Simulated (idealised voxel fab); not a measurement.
The process module presented herein is designated voxel transistor to metal.
We display cut, a cross-section 150 nm in width whose square cells are each 5 nm.
Cross-section spec: square-cell grid; bands listed top down; each band is one or more rows.
Band: top and bottom heights (nm) first, top before bottom; then materials from left to right, widths in nm. "everywhere" marks a sole material filling the band edge to edge. "empty" denotes empty space.
Below 0: as-received wafer, all one material; heights counted from there. Lowest band: no bottom, goes on down, written "0..down".
A width such as "30 to 40" changes by the same amount from each row of cells to the next, from the band's top row to its bottom row.
Given "nothing got changed" for a step, no cell of the cross-section differs between before and after that step.
Look at "closed voids" for the closed voids: empty spaces with no open path to the top, sized 8 cells or up. Each is width x height at distance, distance from the left edge, all nm.
Anything after a step's settings on that line? It's the simulator's own note about the step.
A step line may carry the setting "overlay nm", which, for steps involving a mask, states the distance by which the mask lay to the right of its intended position; negative values denote displacement to the left.
HERE'S WHAT THE PLANNED PROCESS STEPS LOOK LIKE
1 op RECEIVE | material Si
2 op CONFORMAL_DEP | material SiO2 | thk nm 5
3 op CONFORMAL_DEP | material SiN | thk nm 10
4 op PATTERN | tone cover | mask id ACTIVE | material resist | width nm 95 | thk nm 15 | overlay nm 0
5 op DIRECTIONAL_ETCH | etch materials SiN | depth nm 10
6 op DIRECTIONAL_ETCH | etch materials SiO2 | depth nm 5
7 op DIRECTIONAL_ETCH | etch materials Si | depth nm 25
8 op STRIP | etch materials resist
9 op OXIDIZE | depth nm 5
10 op FILL_DEP | material SiO2 | thk nm 10
11 op CMP | height nm 15
12 op SELECTIVE_ETCH | etch materials SiO2 | depth nm 5
13 op STRIP | etch materials SiN
14 op SELECTIVE_ETCH | etch materials SiO2 | depth nm 5
15 op OXIDIZE | depth nm 5
16 op DIRECTIONAL_DEP | material polySi | thk nm 30
17 op DIRECTIONAL_DEP | material SiCN | thk nm 10
18 op MASKED_ETCH | tone cover | mask id GATE | width nm 15 | etch materials SiCN | depth nm 20 | overlay nm 0
19 op MASKED_ETCH | tone cover | mask id GATE | width nm 15 | etch materials polySi | depth nm 40 | overlay nm 0
20 op CONFORMAL_DEP | material SiN | thk nm 10
21 op DIRECTIONAL_ETCH | etch materials SiN | depth nm 10
22 op DIRECTIONAL_ETCH | etch materials SiO2 | depth nm 5
23 op DIRECTIONAL_ETCH | etch materials Si | depth nm 10
24 op EPI | material pSi | thk nm 10
25 op FILL_DEP | material SiO2 | thk nm 5
26 op CMP | height nm 40
27 op DIRECTIONAL_DEP | material SiO2 | thk nm 15
28 op MASKED_ETCH | tone open | mask id CONTACT | width nm 20 | pitch nm 65 | etch materials SiO2 | depth nm 60 | overlay nm 0
29 op CONFORMAL_DEP | material TiN | thk nm 5
30 op FILL_DEP | material Ru | thk nm 5
31 op CMP | height nm 55
32 op CONFORMAL_DEP | material SiCN | thk nm 5
33 op DIRECTIONAL_DEP | material SiO2 | thk nm 20
34 op PATTERN | tone open | mask id METAL_1 | material resist | width nm 20 | pitch nm 65 | thk nm 15 | overlay nm 0
35 op DIRECTIONAL_ETCH | etch materials SiO2 | depth nm 20
36 op DIRECTIONAL_ETCH | etch materials SiCN | depth nm 5
37 op STRIP | etch materials resist
38 op CONFORMAL_DEP | material TiN | thk nm 5
39 op FILL_DEP | material Cu | thk nm 5
40 op CMP | height nm 80
41 op CONFORMAL_DEP | material SiN | thk nm 5
WAFER, FIRST OF TWO, RUN AS PLANNED
CROSS-SECTIONAL VIEW OF THE WAFER IN ITS AS-RECEIVED CONDITION, CORRESPONDING TO THE STATE AFTER STEP 1
	0..down  Si everywhere
	closed voids: none
AFTER STEP 2
	5..0  SiO2 everywhere
	below 0: unchanged
AFTER STEP 3
	15..5  SiN everywhere
	below 5: unchanged
AFTER STEP 4
	30..15  empty 25 nm, resist 95 nm, empty 30 nm
	below 15: unchanged
AFTER STEP 5
	30..15  empty 25 nm, resist 95 nm, empty 30 nm
	15..5  empty 25 nm, SiN 95 nm, empty 30 nm
	below 5: unchanged
AFTER STEP 6
	30..15  empty 25 nm, resist 95 nm, empty 30 nm
	15..5  empty 25 nm, SiN 95 nm, empty 30 nm
	5..0  empty 25 nm, SiO2 95 nm, empty 30 nm
	below 0: unchanged
AFTER STEP 7
	30..15  empty 25 nm, resist 95 nm, empty 30 nm
	15..5  empty 25 nm, SiN 95 nm, empty 30 nm
	5..0  empty 25 nm, SiO2 95 nm, empty 30 nm
	0..-25  empty 25 nm, Si 95 nm, empty 30 nm
	below -25: unchanged
AFTER STEP 8
	15..5  empty 25 nm, SiN 95 nm, empty 30 nm
	below 5: unchanged
AFTER STEP 9
	15..5  empty 25 nm, SiN 95 nm, empty 30 nm
	5..0  empty 25 nm, SiO2 95 nm, empty 30 nm
	0..-25  empty 25 nm, SiO2 5 nm, Si 85 nm, SiO2 5 nm, empty 30 nm
	-25..-30  SiO2 30 nm, Si 85 nm, SiO2 35 nm
	below -30: unchanged
AFTER STEP 10
	25..15  SiO2 everywhere
	15..5  SiO2 25 nm, SiN 95 nm, SiO2 30 nm
	5..0  SiO2 everywhere
	0..-30  SiO2 30 nm, Si 85 nm, SiO2 35 nm
	below -30: unchanged
AFTER STEP 11
	15..5  SiO2 25 nm, SiN 95 nm, SiO2 30 nm
	below 5: unchanged
AFTER STEP 12
	15..10  empty 25 nm, SiN 95 nm, empty 30 nm
	below 10: unchanged
AFTER STEP 13
	10..5  SiO2 25 nm, empty 95 nm, SiO2 30 nm
	below 5: unchanged
AFTER STEP 14
	5..0  SiO2 20 nm, empty 105 nm, SiO2 25 nm
	below 0: unchanged
AFTER STEP 15
	5..0  SiO2 20 nm, empty 105 nm, SiO2 25 nm
	0..-5  SiO2 everywhere
	below -5: unchanged
AFTER STEP 16
	35..30  polySi 20 nm, empty 105 nm, polySi 25 nm
	30..5  polySi everywhere
	5..0  SiO2 20 nm, polySi 105 nm, SiO2 25 nm
	below 0: unchanged
AFTER STEP 17
	45..40  SiCN 20 nm, empty 105 nm, SiCN 25 nm
	40..35  SiCN everywhere
	35..30  polySi 20 nm, SiCN 105 nm, polySi 25 nm
	below 30: unchanged
AFTER STEP 18
	40..35  empty 65 nm, SiCN 15 nm, empty 70 nm
	35..30  polySi 20 nm, empty 45 nm, SiCN 15 nm, empty 45 nm, polySi 25 nm
	below 30: unchanged
AFTER STEP 19
	40..30  empty 65 nm, SiCN 15 nm, empty 70 nm
	30..5  empty 65 nm, polySi 15 nm, empty 70 nm
	5..0  SiO2 20 nm, empty 45 nm, polySi 15 nm, empty 45 nm, SiO2 25 nm
	below 0: unchanged
AFTER STEP 20
	50..40  empty 55 nm, SiN 35 nm, empty 60 nm
	40..30  empty 55 nm, SiN 10 nm, SiCN 15 nm, SiN 10 nm, empty 60 nm
	30..15  empty 55 nm, SiN 10 nm, polySi 15 nm, SiN 10 nm, empty 60 nm
	15..10  SiN 30 nm, empty 25 nm, SiN 10 nm, polySi 15 nm, SiN 10 nm, empty 25 nm, SiN 35 nm
	10..5  SiN 65 nm, polySi 15 nm, SiN 70 nm
	5..0  SiO2 20 nm, SiN 45 nm, polySi 15 nm, SiN 45 nm, SiO2 25 nm
	below 0: unchanged
AFTER STEP 21
	40..30  empty 55 nm, SiN 10 nm, SiCN 15 nm, SiN 10 nm, empty 60 nm
	30..5  empty 55 nm, SiN 10 nm, polySi 15 nm, SiN 10 nm, empty 60 nm
	5..0  SiO2 20 nm, SiN 10 nm, empty 25 nm, SiN 10 nm, polySi 15 nm, SiN 10 nm, empty 25 nm, SiN 10 nm, SiO2 25 nm
	below 0: unchanged
AFTER STEP 22
	40..30  empty 55 nm, SiN 10 nm, SiCN 15 nm, SiN 10 nm, empty 60 nm
	30..5  empty 55 nm, SiN 10 nm, polySi 15 nm, SiN 10 nm, empty 60 nm
	5..0  empty 20 nm, SiN 10 nm, empty 25 nm, SiN 10 nm, polySi 15 nm, SiN 10 nm, empty 25 nm, SiN 10 nm, empty 25 nm
	0..-5  SiO2 30 nm, empty 25 nm, SiO2 35 nm, empty 25 nm, SiO2 35 nm
	below -5: unchanged
AFTER STEP 23
	40..30  empty 55 nm, SiN 10 nm, SiCN 15 nm, SiN 10 nm, empty 60 nm
	30..5  empty 55 nm, SiN 10 nm, polySi 15 nm, SiN 10 nm, empty 60 nm
	5..0  empty 20 nm, SiN 10 nm, empty 25 nm, SiN 10 nm, polySi 15 nm, SiN 10 nm, empty 25 nm, SiN 10 nm, empty 25 nm
	0..-5  SiO2 30 nm, empty 25 nm, SiO2 35 nm, empty 25 nm, SiO2 35 nm
	-5..-15  SiO2 30 nm, empty 25 nm, Si 35 nm, empty 25 nm, SiO2 35 nm
	below -15: unchanged
AFTER STEP 24
	40..30  empty 55 nm, SiN 10 nm, SiCN 15 nm, SiN 10 nm, empty 60 nm
	30..5  empty 55 nm, SiN 10 nm, polySi 15 nm, SiN 10 nm, empty 60 nm
	5..0  empty 20 nm, SiN 10 nm, empty 15 nm, pSi 10 nm, SiN 10 nm, polySi 15 nm, SiN 10 nm, pSi 10 nm, empty 15 nm, SiN 10 nm, empty 25 nm
	0..-5  SiO2 30 nm, empty 15 nm, pSi 10 nm, SiO2 35 nm, pSi 10 nm, empty 15 nm, SiO2 35 nm
	-5..-15  SiO2 30 nm, pSi 25 nm, Si 35 nm, pSi 25 nm, SiO2 35 nm
	below -15: unchanged
AFTER STEP 25
	45..40  SiO2 everywhere
	40..30  SiO2 55 nm, SiN 10 nm, SiCN 15 nm, SiN 10 nm, SiO2 60 nm
	30..5  SiO2 55 nm, SiN 10 nm, polySi 15 nm, SiN 10 nm, SiO2 60 nm
	5..0  SiO2 20 nm, SiN 10 nm, SiO2 15 nm, pSi 10 nm, SiN 10 nm, polySi 15 nm, SiN 10 nm, pSi 10 nm, SiO2 15 nm, SiN 10 nm, SiO2 25 nm
	0..-5  SiO2 45 nm, pSi 10 nm, SiO2 35 nm, pSi 10 nm, SiO2 50 nm
	below -5: unchanged
AFTER STEP 26
	40..30  SiO2 55 nm, SiN 10 nm, SiCN 15 nm, SiN 10 nm, SiO2 60 nm
	below 30: unchanged
AFTER STEP 27
	55..40  SiO2 everywhere
	below 40: unchanged
AFTER STEP 28
	55..40  SiO2 30 nm, empty 20 nm, SiO2 45 nm, empty 20 nm, SiO2 35 nm
	40..30  SiO2 30 nm, empty 20 nm, SiO2 5 nm, SiN 10 nm, SiCN 15 nm, SiN 10 nm, SiO2 5 nm, empty 20 nm, SiO2 35 nm
	30..5  SiO2 30 nm, empty 20 nm, SiO2 5 nm, SiN 10 nm, polySi 15 nm, SiN 10 nm, SiO2 5 nm, empty 20 nm, SiO2 35 nm
	5..0  SiO2 20 nm, SiN 10 nm, empty 15 nm, pSi 10 nm, SiN 10 nm, polySi 15 nm, SiN 10 nm, pSi 10 nm, empty 15 nm, SiN 10 nm, SiO2 25 nm
	0..-5  SiO2 30 nm, empty 15 nm, pSi 10 nm, SiO2 35 nm, pSi 10 nm, empty 15 nm, SiO2 35 nm
	below -5: unchanged
AFTER STEP 29
	60..55  TiN 35 nm, empty 10 nm, TiN 55 nm, empty 10 nm, TiN 40 nm
	55..40  SiO2 30 nm, TiN 5 nm, empty 10 nm, TiN 5 nm, SiO2 45 nm, TiN 5 nm, empty 10 nm, TiN 5 nm, SiO2 35 nm
	40..30  SiO2 30 nm, TiN 5 nm, empty 10 nm, TiN 5 nm, SiO2 5 nm, SiN 10 nm, SiCN 15 nm, SiN 10 nm, SiO2 5 nm, TiN 5 nm, empty 10 nm, TiN 5 nm, SiO2 35 nm
	30..10  SiO2 30 nm, TiN 5 nm, empty 10 nm, TiN 5 nm, SiO2 5 nm, SiN 10 nm, polySi 15 nm, SiN 10 nm, SiO2 5 nm, TiN 5 nm, empty 10 nm, TiN 5 nm, SiO2 35 nm
	10..5  SiO2 30 nm, TiN 5 nm, empty 5 nm, TiN 10 nm, SiO2 5 nm, SiN 10 nm, polySi 15 nm, SiN 10 nm, SiO2 5 nm, TiN 10 nm, empty 5 nm, TiN 5 nm, SiO2 35 nm
	5..0  SiO2 20 nm, SiN 10 nm, TiN 5 nm, empty 5 nm, TiN 5 nm, pSi 10 nm, SiN 10 nm, polySi 15 nm, SiN 10 nm, pSi 10 nm, TiN 5 nm, empty 5 nm, TiN 5 nm, SiN 10 nm, SiO2 25 nm
	0..-5  SiO2 30 nm, TiN 15 nm, pSi 10 nm, SiO2 35 nm, pSi 10 nm, TiN 15 nm, SiO2 35 nm
	below -5: unchanged
AFTER STEP 30
	65..60  Ru everywhere
	60..55  TiN 35 nm, Ru 10 nm, TiN 55 nm, Ru 10 nm, TiN 40 nm
	55..40  SiO2 30 nm, TiN 5 nm, Ru 10 nm, TiN 5 nm, SiO2 45 nm, TiN 5 nm, Ru 10 nm, TiN 5 nm, SiO2 35 nm
	40..30  SiO2 30 nm, TiN 5 nm, Ru 10 nm, TiN 5 nm, SiO2 5 nm, SiN 10 nm, SiCN 15 nm, SiN 10 nm, SiO2 5 nm, TiN 5 nm, Ru 10 nm, TiN 5 nm, SiO2 35 nm
	30..10  SiO2 30 nm, TiN 5 nm, Ru 10 nm, TiN 5 nm, SiO2 5 nm, SiN 10 nm, polySi 15 nm, SiN 10 nm, SiO2 5 nm, TiN 5 nm, Ru 10 nm, TiN 5 nm, SiO2 35 nm
	10..5  SiO2 30 nm, TiN 5 nm, Ru 5 nm, TiN 10 nm, SiO2 5 nm, SiN 10 nm, polySi 15 nm, SiN 10 nm, SiO2 5 nm, TiN 10 nm, Ru 5 nm, TiN 5 nm, SiO2 35 nm
	5..0  SiO2 20 nm, SiN 10 nm, TiN 5 nm, Ru 5 nm, TiN 5 nm, pSi 10 nm, SiN 10 nm, polySi 15 nm, SiN 10 nm, pSi 10 nm, TiN 5 nm, Ru 5 nm, TiN 5 nm, SiN 10 nm, SiO2 25 nm
	below 0: unchanged
AFTER STEP 31
	55..40  SiO2 30 nm, TiN 5 nm, Ru 10 nm, TiN 5 nm, SiO2 45 nm, TiN 5 nm, Ru 10 nm, TiN 5 nm, SiO2 35 nm
	below 40: unchanged
AFTER STEP 32
	60..55  SiCN everywhere
	below 55: unchanged
AFTER STEP 33
	80..60  SiO2 everywhere
	below 60: unchanged
AFTER STEP 34
	95..80  resist 30 nm, empty 20 nm, resist 45 nm, empty 20 nm, resist 35 nm
	below 80: unchanged
AFTER STEP 35
	95..80  resist 30 nm, empty 20 nm, resist 45 nm, empty 20 nm, resist 35 nm
	80..60  SiO2 30 nm, empty 20 nm, SiO2 45 nm, empty 20 nm, SiO2 35 nm
	below 60: unchanged
AFTER STEP 36
	95..80  resist 30 nm, empty 20 nm, resist 45 nm, empty 20 nm, resist 35 nm
	80..60  SiO2 30 nm, empty 20 nm, SiO2 45 nm, empty 20 nm, SiO2 35 nm
	60..55  SiCN 30 nm, empty 20 nm, SiCN 45 nm, empty 20 nm, SiCN 35 nm
	below 55: unchanged
AFTER STEP 37
	80..60  SiO2 30 nm, empty 20 nm, SiO2 45 nm, empty 20 nm, SiO2 35 nm
	below 60: unchanged
AFTER STEP 38
	85..80  TiN 35 nm, empty 10 nm, TiN 55 nm, empty 10 nm, TiN 40 nm
	80..60  SiO2 30 nm, TiN 5 nm, empty 10 nm, TiN 5 nm, SiO2 45 nm, TiN 5 nm, empty 10 nm, TiN 5 nm, SiO2 35 nm
	60..55  SiCN 30 nm, TiN 20 nm, SiCN 45 nm, TiN 20 nm, SiCN 35 nm
	below 55: unchanged
AFTER STEP 39
	90..85  Cu everywhere
	85..80  TiN 35 nm, Cu 10 nm, TiN 55 nm, Cu 10 nm, TiN 40 nm
	80..60  SiO2 30 nm, TiN 5 nm, Cu 10 nm, TiN 5 nm, SiO2 45 nm, TiN 5 nm, Cu 10 nm, TiN 5 nm, SiO2 35 nm
	below 60: unchanged
AFTER STEP 40
	80..60  SiO2 30 nm, TiN 5 nm, Cu 10 nm, TiN 5 nm, SiO2 45 nm, TiN 5 nm, Cu 10 nm, TiN 5 nm, SiO2 35 nm
	below 60: unchanged
AFTER STEP 41
	85..80  SiN everywhere
	below 80: unchanged
NOTES, SECOND WAFER: START = FIRST WAFER'S, PLAN = FIRST WAFER'S, EXECUTION HAD ONE MISTAKE; HISTORY IDENTICAL TO FIRST THROUGH STEP 19
SECOND WAFER, CROSS-SECTION, PLANNED END OF STEP 20
	55..40  empty 50 nm, SiN 45 nm, empty 55 nm
	40..30  empty 50 nm, SiN 15 nm, SiCN 15 nm, SiN 15 nm, empty 55 nm
	30..20  empty 50 nm, SiN 15 nm, polySi 15 nm, SiN 15 nm, empty 55 nm
	20..15  SiN 35 nm, empty 15 nm, SiN 15 nm, polySi 15 nm, SiN 15 nm, empty 15 nm, SiN 40 nm
	15..5  SiN 65 nm, polySi 15 nm, SiN 70 nm
	5..0  SiO2 20 nm, SiN 45 nm, polySi 15 nm, SiN 45 nm, SiO2 25 nm
	below 0: unchanged
SECOND WAFER, CROSS-SECTION, PLANNED END OF STEP 21
	45..40  empty 50 nm, SiN 45 nm, empty 55 nm
	40..30  empty 50 nm, SiN 15 nm, SiCN 15 nm, SiN 15 nm, empty 55 nm
	30..10  empty 50 nm, SiN 15 nm, polySi 15 nm, SiN 15 nm, empty 55 nm
	10..5  SiN 35 nm, empty 15 nm, SiN 15 nm, polySi 15 nm, SiN 15 nm, empty 15 nm, SiN 40 nm
	below 5: unchanged
Second wafer, cross-section, planned end of step 22: nothing got changed
Second wafer, cross-section, planned end of step 23: nothing got changed
Second wafer, cross-section, planned end of step 24: nothing got changed
SECOND WAFER, CROSS-SECTION, PLANNED END OF STEP 25
	50..45  SiO2 everywhere
	45..40  SiO2 50 nm, SiN 45 nm, SiO2 55 nm
	40..30  SiO2 50 nm, SiN 15 nm, SiCN 15 nm, SiN 15 nm, SiO2 55 nm
	30..10  SiO2 50 nm, SiN 15 nm, polySi 15 nm, SiN 15 nm, SiO2 55 nm
	10..5  SiN 35 nm, SiO2 15 nm, SiN 15 nm, polySi 15 nm, SiN 15 nm, SiO2 15 nm, SiN 40 nm
	below 5: unchanged
SECOND WAFER, CROSS-SECTION, PLANNED END OF STEP 26
	40..30  SiO2 50 nm, SiN 15 nm, SiCN 15 nm, SiN 15 nm, SiO2 55 nm
	below 30: unchanged
SECOND WAFER, CROSS-SECTION, PLANNED END OF STEP 27
	55..40  SiO2 everywhere
	below 40: unchanged
SECOND WAFER, CROSS-SECTION, PLANNED END OF STEP 28
	55..40  SiO2 30 nm, empty 20 nm, SiO2 45 nm, empty 20 nm, SiO2 35 nm
	40..30  SiO2 30 nm, empty 20 nm, SiN 15 nm, SiCN 15 nm, SiN 15 nm, empty 20 nm, SiO2 35 nm
	30..10  SiO2 30 nm, empty 20 nm, SiN 15 nm, polySi 15 nm, SiN 15 nm, empty 20 nm, SiO2 35 nm
	10..5  SiN 35 nm, empty 15 nm, SiN 15 nm, polySi 15 nm, SiN 15 nm, empty 15 nm, SiN 40 nm
	below 5: unchanged
SECOND WAFER, CROSS-SECTION, PLANNED END OF STEP 29
	60..55  TiN 35 nm, empty 10 nm, TiN 55 nm, empty 10 nm, TiN 40 nm
	55..40  SiO2 30 nm, TiN 5 nm, empty 10 nm, TiN 5 nm, SiO2 45 nm, TiN 5 nm, empty 10 nm, TiN 5 nm, SiO2 35 nm
	40..30  SiO2 30 nm, TiN 5 nm, empty 10 nm, TiN 5 nm, SiN 15 nm, SiCN 15 nm, SiN 15 nm, TiN 5 nm, empty 10 nm, TiN 5 nm, SiO2 35 nm
	30..15  SiO2 30 nm, TiN 5 nm, empty 10 nm, TiN 5 nm, SiN 15 nm, polySi 15 nm, SiN 15 nm, TiN 5 nm, empty 10 nm, TiN 5 nm, SiO2 35 nm
	15..10  SiO2 30 nm, TiN 10 nm, empty 5 nm, TiN 5 nm, SiN 15 nm, polySi 15 nm, SiN 15 nm, TiN 5 nm, empty 5 nm, TiN 10 nm, SiO2 35 nm
	10..5  SiN 35 nm, TiN 15 nm, SiN 15 nm, polySi 15 nm, SiN 15 nm, TiN 15 nm, SiN 40 nm
	below 5: unchanged
SECOND WAFER, CROSS-SECTION, PLANNED END OF STEP 30
	65..60  Ru everywhere
	60..55  TiN 35 nm, Ru 10 nm, TiN 55 nm, Ru 10 nm, TiN 40 nm
	55..40  SiO2 30 nm, TiN 5 nm, Ru 10 nm, TiN 5 nm, SiO2 45 nm, TiN 5 nm, Ru 10 nm, TiN 5 nm, SiO2 35 nm
	40..30  SiO2 30 nm, TiN 5 nm, Ru 10 nm, TiN 5 nm, SiN 15 nm, SiCN 15 nm, SiN 15 nm, TiN 5 nm, Ru 10 nm, TiN 5 nm, SiO2 35 nm
	30..15  SiO2 30 nm, TiN 5 nm, Ru 10 nm, TiN 5 nm, SiN 15 nm, polySi 15 nm, SiN 15 nm, TiN 5 nm, Ru 10 nm, TiN 5 nm, SiO2 35 nm
	15..10  SiO2 30 nm, TiN 10 nm, Ru 5 nm, TiN 5 nm, SiN 15 nm, polySi 15 nm, SiN 15 nm, TiN 5 nm, Ru 5 nm, TiN 10 nm, SiO2 35 nm
	below 10: unchanged
SECOND WAFER, CROSS-SECTION, PLANNED END OF STEP 31
	55..40  SiO2 30 nm, TiN 5 nm, Ru 10 nm, TiN 5 nm, SiO2 45 nm, TiN 5 nm, Ru 10 nm, TiN 5 nm, SiO2 35 nm
	below 40: unchanged
SECOND WAFER, CROSS-SECTION, PLANNED END OF STEP 32
	60..55  SiCN everywhere
	below 55: unchanged
SECOND WAFER, CROSS-SECTION, PLANNED END OF STEP 33
	80..60  SiO2 everywhere
	below 60: unchanged
SECOND WAFER, CROSS-SECTION, PLANNED END OF STEP 34
	95..80  resist 30 nm, empty 20 nm, resist 45 nm, empty 20 nm, resist 35 nm
	below 80: unchanged
SECOND WAFER, CROSS-SECTION, PLANNED END OF STEP 35
	95..80  resist 30 nm, empty 20 nm, resist 45 nm, empty 20 nm, resist 35 nm
	80..60  SiO2 30 nm, empty 20 nm, SiO2 45 nm, empty 20 nm, SiO2 35 nm
	below 60: unchanged
SECOND WAFER, CROSS-SECTION, PLANNED END OF STEP 36
	95..80  resist 30 nm, empty 20 nm, resist 45 nm, empty 20 nm, resist 35 nm
	80..60  SiO2 30 nm, empty 20 nm, SiO2 45 nm, empty 20 nm, SiO2 35 nm
	60..55  SiCN 30 nm, empty 20 nm, SiCN 45 nm, empty 20 nm, SiCN 35 nm
	below 55: unchanged
SECOND WAFER, CROSS-SECTION, PLANNED END OF STEP 37
	80..60  SiO2 30 nm, empty 20 nm, SiO2 45 nm, empty 20 nm, SiO2 35 nm
	below 60: unchanged
SECOND WAFER, CROSS-SECTION, PLANNED END OF STEP 38
	85..80  TiN 35 nm, empty 10 nm, TiN 55 nm, empty 10 nm, TiN 40 nm
	80..60  SiO2 30 nm, TiN 5 nm, empty 10 nm, TiN 5 nm, SiO2 45 nm, TiN 5 nm, empty 10 nm, TiN 5 nm, SiO2 35 nm
	60..55  SiCN 30 nm, TiN 20 nm, SiCN 45 nm, TiN 20 nm, SiCN 35 nm
	below 55: unchanged
SECOND WAFER, CROSS-SECTION, PLANNED END OF STEP 39
	90..85  Cu everywhere
	85..80  TiN 35 nm, Cu 10 nm, TiN 55 nm, Cu 10 nm, TiN 40 nm
	80..60  SiO2 30 nm, TiN 5 nm, Cu 10 nm, TiN 5 nm, SiO2 45 nm, TiN 5 nm, Cu 10 nm, TiN 5 nm, SiO2 35 nm
	below 60: unchanged
SECOND WAFER, CROSS-SECTION, PLANNED END OF STEP 40
	80..60  SiO2 30 nm, TiN 5 nm, Cu 10 nm, TiN 5 nm, SiO2 45 nm, TiN 5 nm, Cu 10 nm, TiN 5 nm, SiO2 35 nm
	below 60: unchanged
SECOND WAFER, CROSS-SECTION, PLANNED END OF STEP 41
	85..80  SiN everywhere
	below 80: unchanged
Error vs. plan: contrary to plan, step 20 was performed as op CONFORMAL_DEP | material SiN | thk nm 15
Materials where the second wafer ends with more or fewer cells than the first: 6 fewer of Ru, 20 more of Si, 39 more of SiN, 17 fewer of SiO2, 8 fewer of TiN, 28 fewer of pSi
